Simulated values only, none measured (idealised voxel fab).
Name of the process module below: voxel lift off
For reference, the cross-section in this document is cut, with width 290 nm and square cells of 5 nm.
Cross-section spec: square-cell grid; bands listed top down; each band is one or more rows.
What a band's entry tells you: where the top is and where the bottom is, as heights in nm, and after that what lies inside, material by material from left to right, each with its width in nm. Empty space is written as the word "blank", and a single material marked with the word "full width" occupies the band from edge to edge.
Beneath 0, the wafer as received is one material, and that level is where height counting begins. The lowest band goes on downward without a bottom; it is written like "top 0, no bottom".
A two-number width, for instance "30 to 40", indicates that the width is equal to the first number in the top row of the band and to the second number in the bottom row, and that it changes by a constant amount per row of cells.
When a step is marked "same as before", none of the cells in the cross-section changed during that step.
In the "Completely sealed voids" entry, you get each enclosed empty space of 8 cells or more, one with no open way to the top, written width x height at distance, distance from the left edge, in nm.
Text after the settings on a step's line: the simulator's own remark on that step.
If you see "overlay nm" on a step's line and that step has a mask, it's telling you how far right of where it was planned the mask ended up; a negative number means it went left instead.

Process steps (planned):
1,RECEIVE (material Si)
2,CONFORMAL_DEP (material SiN; thk nm 15)
3,PATTERN (tone open; mask id LINES; material resist; width nm 15; pitch nm 35; thk nm 15; overlay nm 0)
4,DIRECTIONAL_DEP (material Ru; thk nm 5)
5,STRIP (etch materials resist)
6,CONFORMAL_DEP (material SiCN; thk nm 10)

Shown in cross-section is the wafer as received, that is, as it stands after step 1:
top 0, no bottom: Si full width
Completely sealed voids: none

As-planned run: cross-section of the first of two wafers at end of module:
top 30, bottom 25: 75 nm blank / 140 nm SiCN / 75 nm blank
top 25, bottom 20: SiCN full width
top 20, bottom 15: 85 nm SiCN / 15 nm Ru / 20 nm SiCN / 15 nm Ru / 20 nm SiCN / 15 nm Ru / 20 nm SiCN / 15 nm Ru / 85 nm SiCN
top 15, bottom 0: SiN full width
top 0, no bottom: Si full width
Completely sealed voids: none

Same start, same plan as the first wafer - but one mistake in the run. Cross-section of the second of the two at the end of the module:
top 35, bottom 30: 70 nm blank / 150 nm SiCN / 70 nm blank
top 30, bottom 20: SiCN full width
top 20, bottom 15: 85 nm SiCN / 15 nm Ru / 20 nm SiCN / 15 nm Ru / 20 nm SiCN / 15 nm Ru / 20 nm SiCN / 15 nm Ru / 85 nm SiCN
top 15, bottom 0: SiN full width
top 0, no bottom: Si full width
Completely sealed voids: none
What broke from the plan during processing? so step 6 ended up running with a different setting than we planned, it ran as CONFORMAL_DEP (material SiCN; thk nm 15)
Count the cells at the end and the second wafer has more or fewer of some materials than the first: +60 SiCN
